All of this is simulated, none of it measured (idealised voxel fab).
A process module follows: voxel wiring stack.
Section shown: cut. Width: 290 nm. Cell size: 5 nm, square.
Notation: cross-section as square-cell grid; stated in bands, top first, going down; one or more cell rows per band.
A band entry consists of two parts. The first gives the height of the band's top and the height of its bottom, in nm. The rest lists the band's materials from left to right, each with its width in nm. A single material labelled with the word "edge to edge" fills the band from edge to edge, and the word "empty" marks empty space.
Heights are measured from 0, the level below which the as-received wafer is all one material; the lowest band has no bottom and continues downward, written as in "0 and below".
With a width like "30..40", each row of cells in the band differs from the next by the same amount, the top row carrying the first number and the bottom row the second.
Take "nothing was modified" at face value: in the step it is given for, the cross-section changed in none of its cells.
The entry "Closed void inventory" lists the empty spaces that cover at least 8 cells and have no open path to the top. Each is written as width x height at distance, where the distance is measured from the left edge and all three values are in nm.
What comes after the settings on a step's line is commentary from the simulator itself on that step.
"overlay nm", when on a step's line for a step with a mask, measures how far to the right of its planned place the mask lay; a negative measure means to the left.

PROCESS STEPS (PLANNED)
- 1: RECEIVE (material Si)
- 2: CONFORMAL_DEP (material SiO2; thk nm 15)
- 3: DIRECTIONAL_DEP (material TiN; thk nm 5)
- 4: DIRECTIONAL_DEP (material W; thk nm 20)
- 5: DIRECTIONAL_DEP (material aC; thk nm 10)
- 6: PATTERN (tone cover; mask id METAL_1; material resist; width nm 25; pitch nm 45; thk nm 30; overlay nm 0)
- 7: DIRECTIONAL_ETCH (etch materials aC; depth nm 10)
- 8: STRIP (etch materials resist)
- 9: DIRECTIONAL_ETCH (etch materials W; depth nm 20)
- 10: DIRECTIONAL_ETCH (etch materials TiN; depth nm 5)
- 11: STRIP (etch materials aC)
- 12: CONFORMAL_DEP (material SiN; thk nm 5)
- 13: FILL_DEP (material lowk; thk nm 10)
- 14: CMP (height nm 40)
- 15: CONFORMAL_DEP (material SiCN; thk nm 5)
- 16: DIRECTIONAL_DEP (material SiO2; thk nm 20)
- 17: DIRECTIONAL_DEP (material aC; thk nm 10)
- 18: PATTERN (tone open; mask id PLUG_1; material resist; width nm 15; pitch nm 45; thk nm 25; overlay nm 0)
- 19: DIRECTIONAL_ETCH (etch materials aC; depth nm 10)
- 20: STRIP (etch materials resist)
- 21: DIRECTIONAL_ETCH (etch materials SiO2; depth nm 20)
- 22: DIRECTIONAL_ETCH (etch materials SiCN; depth nm 5)
- 23: STRIP (etch materials aC)
- 24: CONFORMAL_DEP (material TiN; thk nm 5)
- 25: FILL_DEP (material Cu; thk nm 5)
- 26: CMP (height nm 65)
- 27: DIRECTIONAL_DEP (material TiN; thk nm 5)
- 28: DIRECTIONAL_DEP (material W; thk nm 15)
- 29: DIRECTIONAL_DEP (material aC; thk nm 10)
- 30: PATTERN (tone cover; mask id METAL_2; material resist; width nm 25; pitch nm 45; thk nm 30; overlay nm 0)
- 31: DIRECTIONAL_ETCH (etch materials aC; depth nm 10)
- 32: STRIP (etch materials resist)
- 33: DIRECTIONAL_ETCH (etch materials W; depth nm 15)
- 34: DIRECTIONAL_ETCH (etch materials TiN; depth nm 5)
- 35: STRIP (etch materials aC)
- 36: CONFORMAL_DEP (material SiCN; thk nm 5)
- 37: FILL_DEP (material SiO2; thk nm 10)
- 38: CMP (height nm 85)
- 39: CONFORMAL_DEP (material SiCN; thk nm 5)
- 40: DIRECTIONAL_DEP (material lowk; thk nm 10)
- 41: MASKED_ETCH (tone open; mask id PLUG_2; width nm 15; pitch nm 45; etch materials lowk; depth nm 10; overlay nm 0)
- 42: MASKED_ETCH (tone open; mask id PLUG_2; width nm 15; pitch nm 45; etch materials SiCN; depth nm 5; overlay nm 0)
- 43: CONFORMAL_DEP (material TiN; thk nm 5)
- 44: FILL_DEP (material W; thk nm 10)
- 45: CMP (height nm 100)
- 46: CONFORMAL_DEP (material SiN; thk nm 5)
- 47: DIRECTIONAL_DEP (material SiO2; thk nm 20)
- 48: PATTERN (tone open; mask id METAL_3; material resist; width nm 25; pitch nm 45; thk nm 20; overlay nm 0)
- 49: DIRECTIONAL_ETCH (etch materials SiO2; depth nm 20)
- 50: DIRECTIONAL_ETCH (etch materials SiN; depth nm 5)
- 51: STRIP (etch materials resist)
- 52: CONFORMAL_DEP (material TiN; thk nm 5)
- 53: FILL_DEP (material Ru; thk nm 10)
- 54: CMP (height nm 125)
- 55: CONFORMAL_DEP (material SiN; thk nm 5)

FIRST WAFER, AS PLANNED

CROSS-SECTION: WAFER ON ARRIVAL = AFTER STEP 1
* 0 and below | Si edge to edge
* Closed void inventory: none

YOU'RE LOOKING AT A CROSS-SECTION OF THE WAFER AFTER STEP 2
* 15 down to 0 | SiO2 edge to edge
* All layers under 0 are left as they were.

YOU'RE LOOKING AT A CROSS-SECTION OF THE WAFER AFTER STEP 3
* 20 down to 15 | TiN edge to edge
* All layers under 15 are left as they were.

YOU'RE LOOKING AT A CROSS-SECTION OF THE WAFER AFTER STEP 4
* 40 down to 20 | W edge to edge
* All layers under 20 are left as they were.

YOU'RE LOOKING AT A CROSS-SECTION OF THE WAFER AFTER STEP 5
* 50 down to 40 | aC edge to edge
* All layers under 40 are left as they were.

YOU'RE LOOKING AT A CROSS-SECTION OF THE WAFER AFTER STEP 6
* 80 down to 50 | empty: 85, resist: 25, empty: 20, resist: 25, empty: 20, resist: 25, empty: 90
* All layers under 50 are left as they were.

YOU'RE LOOKING AT A CROSS-SECTION OF THE WAFER AFTER STEP 7
* 70 down to 50 | empty: 85, resist: 25, empty: 20, resist: 25, empty: 20, resist: 25, empty: 90
* 50 down to 40 | empty: 85, aC: 25, empty: 20, aC: 25, empty: 20, aC: 25, empty: 90
* All layers under 40 are left as they were.

YOU'RE LOOKING AT A CROSS-SECTION OF THE WAFER AFTER STEP 8
* 50 down to 40 | empty: 85, aC: 25, empty: 20, aC: 25, empty: 20, aC: 25, empty: 90
* All layers under 40 are left as they were.

YOU'RE LOOKING AT A CROSS-SECTION OF THE WAFER AFTER STEP 9
* 50 down to 40 | empty: 85, aC: 25, empty: 20, aC: 25, empty: 20, aC: 25, empty: 90
* 40 down to 20 | empty: 85, W: 25, empty: 20, W: 25, empty: 20, W: 25, empty: 90
* All layers under 20 are left as they were.

YOU'RE LOOKING AT A CROSS-SECTION OF THE WAFER AFTER STEP 10
* 50 down to 40 | empty: 85, aC: 25, empty: 20, aC: 25, empty: 20, aC: 25, empty: 90
* 40 down to 20 | empty: 85, W: 25, empty: 20, W: 25, empty: 20, W: 25, empty: 90
* 20 down to 15 | empty: 85, TiN: 25, empty: 20, TiN: 25, empty: 20, TiN: 25, empty: 90
* All layers under 15 are left as they were.

YOU'RE LOOKING AT A CROSS-SECTION OF THE WAFER AFTER STEP 11
* 40 down to 20 | empty: 85, W: 25, empty: 20, W: 25, empty: 20, W: 25, empty: 90
* All layers under 20 are left as they were.

YOU'RE LOOKING AT A CROSS-SECTION OF THE WAFER AFTER STEP 12
* 45 down to 40 | empty: 80, SiN: 35, empty: 10, SiN: 35, empty: 10, SiN: 35, empty: 85
* 40 down to 20 | empty: 80, SiN: 5, W: 25, SiN: 5, empty: 10, SiN: 5, W: 25, SiN: 5, empty: 10, SiN: 5, W: 25, SiN: 5, empty: 85
* 20 down to 15 | SiN: 85, TiN: 25, SiN: 20, TiN: 25, SiN: 20, TiN: 25, SiN: 90
* All layers under 15 are left as they were.

YOU'RE LOOKING AT A CROSS-SECTION OF THE WAFER AFTER STEP 13
* 55 down to 45 | lowk edge to edge
* 45 down to 40 | lowk: 80, SiN: 35, lowk: 10, SiN: 35, lowk: 10, SiN: 35, lowk: 85
* 40 down to 20 | lowk: 80, SiN: 5, W: 25, SiN: 5, lowk: 10, SiN: 5, W: 25, SiN: 5, lowk: 10, SiN: 5, W: 25, SiN: 5, lowk: 85
* All layers under 20 are left as they were.

YOU'RE LOOKING AT A CROSS-SECTION OF THE WAFER AFTER STEP 14
* 40 down to 20 | lowk: 80, SiN: 5, W: 25, SiN: 5, lowk: 10, SiN: 5, W: 25, SiN: 5, lowk: 10, SiN: 5, W: 25, SiN: 5, lowk: 85
* All layers under 20 are left as they were.

YOU'RE LOOKING AT A CROSS-SECTION OF THE WAFER AFTER STEP 15
* 45 down to 40 | SiCN edge to edge
* All layers under 40 are left as they were.

YOU'RE LOOKING AT A CROSS-SECTION OF THE WAFER AFTER STEP 16
* 65 down to 45 | SiO2 edge to edge
* All layers under 45 are left as they were.

YOU'RE LOOKING AT A CROSS-SECTION OF THE WAFER AFTER STEP 17
* 75 down to 65 | aC edge to edge
* All layers under 65 are left as they were.

YOU'RE LOOKING AT A CROSS-SECTION OF THE WAFER AFTER STEP 18
* 100 down to 75 | resist: 85, empty: 15, resist: 30, empty: 15, resist: 30, empty: 15, resist: 100
* All layers under 75 are left as they were.

YOU'RE LOOKING AT A CROSS-SECTION OF THE WAFER AFTER STEP 19
* 90 down to 75 | resist: 85, empty: 15, resist: 30, empty: 15, resist: 30, empty: 15, resist: 100
* 75 down to 65 | aC: 85, empty: 15, aC: 30, empty: 15, aC: 30, empty: 15, aC: 100
* All layers under 65 are left as they were.

YOU'RE LOOKING AT A CROSS-SECTION OF THE WAFER AFTER STEP 20
* 75 down to 65 | aC: 85, empty: 15, aC: 30, empty: 15, aC: 30, empty: 15, aC: 100
* All layers under 65 are left as they were.

YOU'RE LOOKING AT A CROSS-SECTION OF THE WAFER AFTER STEP 21
* 75 down to 65 | aC: 85, empty: 15, aC: 30, empty: 15, aC: 30, empty: 15, aC: 100
* 65 down to 45 | SiO2: 85, empty: 15, SiO2: 30, empty: 15, SiO2: 30, empty: 15, SiO2: 100
* All layers under 45 are left as they were.

YOU'RE LOOKING AT A CROSS-SECTION OF THE WAFER AFTER STEP 22
* 75 down to 65 | aC: 85, empty: 15, aC: 30, empty: 15, aC: 30, empty: 15, aC: 100
* 65 down to 45 | SiO2: 85, empty: 15, SiO2: 30, empty: 15, SiO2: 30, empty: 15, SiO2: 100
* 45 down to 40 | SiCN: 85, empty: 15, SiCN: 30, empty: 15, SiCN: 30, empty: 15, SiCN: 100
* All layers under 40 are left as they were.

YOU'RE LOOKING AT A CROSS-SECTION OF THE WAFER AFTER STEP 23
* 65 down to 45 | SiO2: 85, empty: 15, SiO2: 30, empty: 15, SiO2: 30, empty: 15, SiO2: 100
* All layers under 45 are left as they were.

YOU'RE LOOKING AT A CROSS-SECTION OF THE WAFER AFTER STEP 24
* 70 down to 65 | TiN: 90, empty: 5, TiN: 40, empty: 5, TiN: 40, empty: 5, TiN: 105
* 65 down to 45 | SiO2: 85, TiN: 5, empty: 5, TiN: 5, SiO2: 30, TiN: 5, empty: 5, TiN: 5, SiO2: 30, TiN: 5, empty: 5, TiN: 5, SiO2: 100
* 45 down to 40 | SiCN: 85, TiN: 15, SiCN: 30, TiN: 15, SiCN: 30, TiN: 15, SiCN: 100
* All layers under 40 are left as they were.

YOU'RE LOOKING AT A CROSS-SECTION OF THE WAFER AFTER STEP 25
* 75 down to 70 | Cu edge to edge
* 70 down to 65 | TiN: 90, Cu: 5, TiN: 40, Cu: 5, TiN: 40, Cu: 5, TiN: 105
* 65 down to 45 | SiO2: 85, TiN: 5, Cu: 5, TiN: 5, SiO2: 30, TiN: 5, Cu: 5, TiN: 5, SiO2: 30, TiN: 5, Cu: 5, TiN: 5, SiO2: 100
* All layers under 45 are left as they were.

YOU'RE LOOKING AT A CROSS-SECTION OF THE WAFER AFTER STEP 26
* 65 down to 45 | SiO2: 85, TiN: 5, Cu: 5, TiN: 5, SiO2: 30, TiN: 5, Cu: 5, TiN: 5, SiO2: 30, TiN: 5, Cu: 5, TiN: 5, SiO2: 100
* All layers under 45 are left as they were.

YOU'RE LOOKING AT A CROSS-SECTION OF THE WAFER AFTER STEP 27
* 70 down to 65 | TiN edge to edge
* All layers under 65 are left as they were.

YOU'RE LOOKING AT A CROSS-SECTION OF THE WAFER AFTER STEP 28
* 85 down to 70 | W edge to edge
* All layers under 70 are left as they were.

YOU'RE LOOKING AT A CROSS-SECTION OF THE WAFER AFTER STEP 29
* 95 down to 85 | aC edge to edge
* All layers under 85 are left as they were.

YOU'RE LOOKING AT A CROSS-SECTION OF THE WAFER AFTER STEP 30
* 125 down to 95 | empty: 85, resist: 25, empty: 20, resist: 25, empty: 20, resist: 25, empty: 90
* All layers under 95 are left as they were.

YOU'RE LOOKING AT A CROSS-SECTION OF THE WAFER AFTER STEP 31
* 115 down to 95 | empty: 85, resist: 25, empty: 20, resist: 25, empty: 20, resist: 25, empty: 90
* 95 down to 85 | empty: 85, aC: 25, empty: 20, aC: 25, empty: 20, aC: 25, empty: 90
* All layers under 85 are left as they were.

YOU'RE LOOKING AT A CROSS-SECTION OF THE WAFER AFTER STEP 32
* 95 down to 85 | empty: 85, aC: 25, empty: 20, aC: 25, empty: 20, aC: 25, empty: 90
* All layers under 85 are left as they were.

YOU'RE LOOKING AT A CROSS-SECTION OF THE WAFER AFTER STEP 33
* 95 down to 85 | empty: 85, aC: 25, empty: 20, aC: 25, empty: 20, aC: 25, empty: 90
* 85 down to 70 | empty: 85, W: 25, empty: 20, W: 25, empty: 20, W: 25, empty: 90
* All layers under 70 are left as they were.

YOU'RE LOOKING AT A CROSS-SECTION OF THE WAFER AFTER STEP 34
* 95 down to 85 | empty: 85, aC: 25, empty: 20, aC: 25, empty: 20, aC: 25, empty: 90
* 85 down to 70 | empty: 85, W: 25, empty: 20, W: 25, empty: 20, W: 25, empty: 90
* 70 down to 65 | empty: 85, TiN: 25, empty: 20, TiN: 25, empty: 20, TiN: 25, empty: 90
* All layers under 65 are left as they were.

YOU'RE LOOKING AT A CROSS-SECTION OF THE WAFER AFTER STEP 35
* 85 down to 70 | empty: 85, W: 25, empty: 20, W: 25, empty: 20, W: 25, empty: 90
* All layers under 70 are left as they were.

YOU'RE LOOKING AT A CROSS-SECTION OF THE WAFER AFTER STEP 36
* 90 down to 85 | empty: 80, SiCN: 35, empty: 10, SiCN: 35, empty: 10, SiCN: 35, empty: 85
* 85 down to 70 | empty: 80, SiCN: 5, W: 25, SiCN: 5, empty: 10, SiCN: 5, W: 25, SiCN: 5, empty: 10, SiCN: 5, W: 25, SiCN: 5, empty: 85
* 70 down to 65 | SiCN: 85, TiN: 25, SiCN: 20, TiN: 25, SiCN: 20, TiN: 25, SiCN: 90
* All layers under 65 are left as they were.

YOU'RE LOOKING AT A CROSS-SECTION OF THE WAFER AFTER STEP 37
* 100 down to 90 | SiO2 edge to edge
* 90 down to 85 | SiO2: 80, SiCN: 35, SiO2: 10, SiCN: 35, SiO2: 10, SiCN: 35, SiO2: 85
* 85 down to 70 | SiO2: 80, SiCN: 5, W: 25, SiCN: 5, SiO2: 10, SiCN: 5, W: 25, SiCN: 5, SiO2: 10, SiCN: 5, W: 25, SiCN: 5, SiO2: 85
* All layers under 70 are left as they were.

YOU'RE LOOKING AT A CROSS-SECTION OF THE WAFER AFTER STEP 38
* 85 down to 70 | SiO2: 80, SiCN: 5, W: 25, SiCN: 5, SiO2: 10, SiCN: 5, W: 25, SiCN: 5, SiO2: 10, SiCN: 5, W: 25, SiCN: 5, SiO2: 85
* All layers under 70 are left as they were.

YOU'RE LOOKING AT A CROSS-SECTION OF THE WAFER AFTER STEP 39
* 90 down to 85 | SiCN edge to edge
* All layers under 85 are left as they were.

YOU'RE LOOKING AT A CROSS-SECTION OF THE WAFER AFTER STEP 40
* 100 down to 90 | lowk edge to edge
* All layers under 90 are left as they were.

YOU'RE LOOKING AT A CROSS-SECTION OF THE WAFER AFTER STEP 41
* 100 down to 90 | lowk: 85, empty: 15, lowk: 30, empty: 15, lowk: 30, empty: 15, lowk: 100
* All layers under 90 are left as they were.

YOU'RE LOOKING AT A CROSS-SECTION OF THE WAFER AFTER STEP 42
* 100 down to 90 | lowk: 85, empty: 15, lowk: 30, empty: 15, lowk: 30, empty: 15, lowk: 100
* 90 down to 85 | SiCN: 85, empty: 15, SiCN: 30, empty: 15, SiCN: 30, empty: 15, SiCN: 100
* All layers under 85 are left as they were.

YOU'RE LOOKING AT A CROSS-SECTION OF THE WAFER AFTER STEP 43
* 105 down to 100 | TiN: 90, empty: 5, TiN: 40, empty: 5, TiN: 40, empty: 5, TiN: 105
* 100 down to 90 | lowk: 85, TiN: 5, empty: 5, TiN: 5, lowk: 30, TiN: 5, empty: 5, TiN: 5, lowk: 30, TiN: 5, empty: 5, TiN: 5, lowk: 100
* 90 down to 85 | SiCN: 85, TiN: 15, SiCN: 30, TiN: 15, SiCN: 30, TiN: 15, SiCN: 100
* All layers under 85 are left as they were.

YOU'RE LOOKING AT A CROSS-SECTION OF THE WAFER AFTER STEP 44
* 115 down to 105 | W edge to edge
* 105 down to 100 | TiN: 90, W: 5, TiN: 40, W: 5, TiN: 40, W: 5, TiN: 105
* 100 down to 90 | lowk: 85, TiN: 5, W: 5, TiN: 5, lowk: 30, TiN: 5, W: 5, TiN: 5, lowk: 30, TiN: 5, W: 5, TiN: 5, lowk: 100
* All layers under 90 are left as they were.

YOU'RE LOOKING AT A CROSS-SECTION OF THE WAFER AFTER STEP 45
* 100 down to 90 | lowk: 85, TiN: 5, W: 5, TiN: 5, lowk: 30, TiN: 5, W: 5, TiN: 5, lowk: 30, TiN: 5, W: 5, TiN: 5, lowk: 100
* All layers under 90 are left as they were.

YOU'RE LOOKING AT A CROSS-SECTION OF THE WAFER AFTER STEP 46
* 105 down to 100 | SiN edge to edge
* All layers under 100 are left as they were.

YOU'RE LOOKING AT A CROSS-SECTION OF THE WAFER AFTER STEP 47
* 125 down to 105 | SiO2 edge to edge
* All layers under 105 are left as they were.

YOU'RE LOOKING AT A CROSS-SECTION OF THE WAFER AFTER STEP 48
* 145 down to 125 | resist: 85, empty: 25, resist: 20, empty: 25, resist: 20, empty: 25, resist: 90
* All layers under 125 are left as they were.

YOU'RE LOOKING AT A CROSS-SECTION OF THE WAFER AFTER STEP 49
* 145 down to 125 | resist: 85, empty: 25, resist: 20, empty: 25, resist: 20, empty: 25, resist: 90
* 125 down to 105 | SiO2: 85, empty: 25, SiO2: 20, empty: 25, SiO2: 20, empty: 25, SiO2: 90
* All layers under 105 are left as they were.

YOU'RE LOOKING AT A CROSS-SECTION OF THE WAFER AFTER STEP 50
* 145 down to 125 | resist: 85, empty: 25, resist: 20, empty: 25, resist: 20, empty: 25, resist: 90
* 125 down to 105 | SiO2: 85, empty: 25, SiO2: 20, empty: 25, SiO2: 20, empty: 25, SiO2: 90
* 105 down to 100 | SiN: 85, empty: 25, SiN: 20, empty: 25, SiN: 20, empty: 25, SiN: 90
* All layers under 100 are left as they were.

YOU'RE LOOKING AT A CROSS-SECTION OF THE WAFER AFTER STEP 51
* 125 down to 105 | SiO2: 85, empty: 25, SiO2: 20, empty: 25, SiO2: 20, empty: 25, SiO2: 90
* All layers under 105 are left as they were.

YOU'RE LOOKING AT A CROSS-SECTION OF THE WAFER AFTER STEP 52
* 130 down to 125 | TiN: 90, empty: 15, TiN: 30, empty: 15, TiN: 30, empty: 15, TiN: 95
* 125 down to 105 | SiO2: 85, TiN: 5, empty: 15, TiN: 5, SiO2: 20, TiN: 5, empty: 15, TiN: 5, SiO2: 20, TiN: 5, empty: 15, TiN: 5, SiO2: 90
* 105 down to 100 | SiN: 85, TiN: 25, SiN: 20, TiN: 25, SiN: 20, TiN: 25, SiN: 90
* All layers under 100 are left as they were.

YOU'RE LOOKING AT A CROSS-SECTION OF THE WAFER AFTER STEP 53
* 140 down to 130 | Ru edge to edge
* 130 down to 125 | TiN: 90, Ru: 15, TiN: 30, Ru: 15, TiN: 30, Ru: 15, TiN: 95
* 125 down to 105 | SiO2: 85, TiN: 5, Ru: 15, TiN: 5, SiO2: 20, TiN: 5, Ru: 15, TiN: 5, SiO2: 20, TiN: 5, Ru: 15, TiN: 5, SiO2: 90
* All layers under 105 are left as they were.

YOU'RE LOOKING AT A CROSS-SECTION OF THE WAFER AFTER STEP 54
* 125 down to 105 | SiO2: 85, TiN: 5, Ru: 15, TiN: 5, SiO2: 20, TiN: 5, Ru: 15, TiN: 5, SiO2: 20, TiN: 5, Ru: 15, TiN: 5, SiO2: 90
* All layers under 105 are left as they were.

YOU'RE LOOKING AT A CROSS-SECTION OF THE WAFER AFTER STEP 55
* 130 down to 125 | SiN edge to edge
* All layers under 125 are left as they were.

SECOND WAFER, SAME STARTING STATE AND PLAN AS THE FIRST, ONE MISTAKE IN THE RUN, IDENTICAL THROUGH STEP 39

when step 40 should have ended: nothing was modified

when step 41 should have ended: nothing was modified

WHEN STEP 42 SHOULD HAVE ENDED
* 90 down to 85 | SiCN: 85, empty: 15, SiCN: 30, empty: 15, SiCN: 30, empty: 15, SiCN: 100
* All layers under 85 are left as they were.

WHEN STEP 43 SHOULD HAVE ENDED
* 95 down to 90 | TiN: 90, empty: 5, TiN: 40, empty: 5, TiN: 40, empty: 5, TiN: 105
* 90 down to 85 | SiCN: 85, TiN: 15, SiCN: 30, TiN: 15, SiCN: 30, TiN: 15, SiCN: 100
* All layers under 85 are left as they were.

WHEN STEP 44 SHOULD HAVE ENDED
* 105 down to 95 | W edge to edge
* 95 down to 90 | TiN: 90, W: 5, TiN: 40, W: 5, TiN: 40, W: 5, TiN: 105
* All layers under 90 are left as they were.

WHEN STEP 45 SHOULD HAVE ENDED
* 100 down to 95 | W edge to edge
* All layers under 95 are left as they were.

WHEN STEP 46 SHOULD HAVE ENDED
* 105 down to 100 | SiN edge to edge
* All layers under 100 are left as they were.

WHEN STEP 47 SHOULD HAVE ENDED
* 125 down to 105 | SiO2 edge to edge
* All layers under 105 are left as they were.

WHEN STEP 48 SHOULD HAVE ENDED
* 145 down to 125 | resist: 85, empty: 25, resist: 20, empty: 25, resist: 20, empty: 25, resist: 90
* All layers under 125 are left as they were.

WHEN STEP 49 SHOULD HAVE ENDED
* 145 down to 125 | resist: 85, empty: 25, resist: 20, empty: 25, resist: 20, empty: 25, resist: 90
* 125 down to 105 | SiO2: 85, empty: 25, SiO2: 20, empty: 25, SiO2: 20, empty: 25, SiO2: 90
* All layers under 105 are left as they were.

WHEN STEP 50 SHOULD HAVE ENDED
* 145 down to 125 | resist: 85, empty: 25, resist: 20, empty: 25, resist: 20, empty: 25, resist: 90
* 125 down to 105 | SiO2: 85, empty: 25, SiO2: 20, empty: 25, SiO2: 20, empty: 25, SiO2: 90
* 105 down to 100 | SiN: 85, empty: 25, SiN: 20, empty: 25, SiN: 20, empty: 25, SiN: 90
* All layers under 100 are left as they were.

WHEN STEP 51 SHOULD HAVE ENDED
* 125 down to 105 | SiO2: 85, empty: 25, SiO2: 20, empty: 25, SiO2: 20, empty: 25, SiO2: 90
* All layers under 105 are left as they were.

WHEN STEP 52 SHOULD HAVE ENDED
* 130 down to 125 | TiN: 90, empty: 15, TiN: 30, empty: 15, TiN: 30, empty: 15, TiN: 95
* 125 down to 105 | SiO2: 85, TiN: 5, empty: 15, TiN: 5, SiO2: 20, TiN: 5, empty: 15, TiN: 5, SiO2: 20, TiN: 5, empty: 15, TiN: 5, SiO2: 90
* 105 down to 100 | SiN: 85, TiN: 25, SiN: 20, TiN: 25, SiN: 20, TiN: 25, SiN: 90
* All layers under 100 are left as they were.

WHEN STEP 53 SHOULD HAVE ENDED
* 140 down to 130 | Ru edge to edge
* 130 down to 125 | TiN: 90, Ru: 15, TiN: 30, Ru: 15, TiN: 30, Ru: 15, TiN: 95
* 125 down to 105 | SiO2: 85, TiN: 5, Ru: 15, TiN: 5, SiO2: 20, TiN: 5, Ru: 15, TiN: 5, SiO2: 20, TiN: 5, Ru: 15, TiN: 5, SiO2: 90
* All layers under 105 are left as they were.

WHEN STEP 54 SHOULD HAVE ENDED
* 125 down to 105 | SiO2: 85, TiN: 5, Ru: 15, TiN: 5, SiO2: 20, TiN: 5, Ru: 15, TiN: 5, SiO2: 20, TiN: 5, Ru: 15, TiN: 5, SiO2: 90
* All layers under 105 are left as they were.

WHEN STEP 55 SHOULD HAVE ENDED
* 130 down to 125 | SiN edge to edge
* All layers under 125 are left as they were.
Where did the run depart from the plan? step 40 of the plan was bypassed and not carried out
The closing comparison, in cells, has the second wafer with more or fewer of some materials than the first: +43 TiN | +55 W | -98 lowk
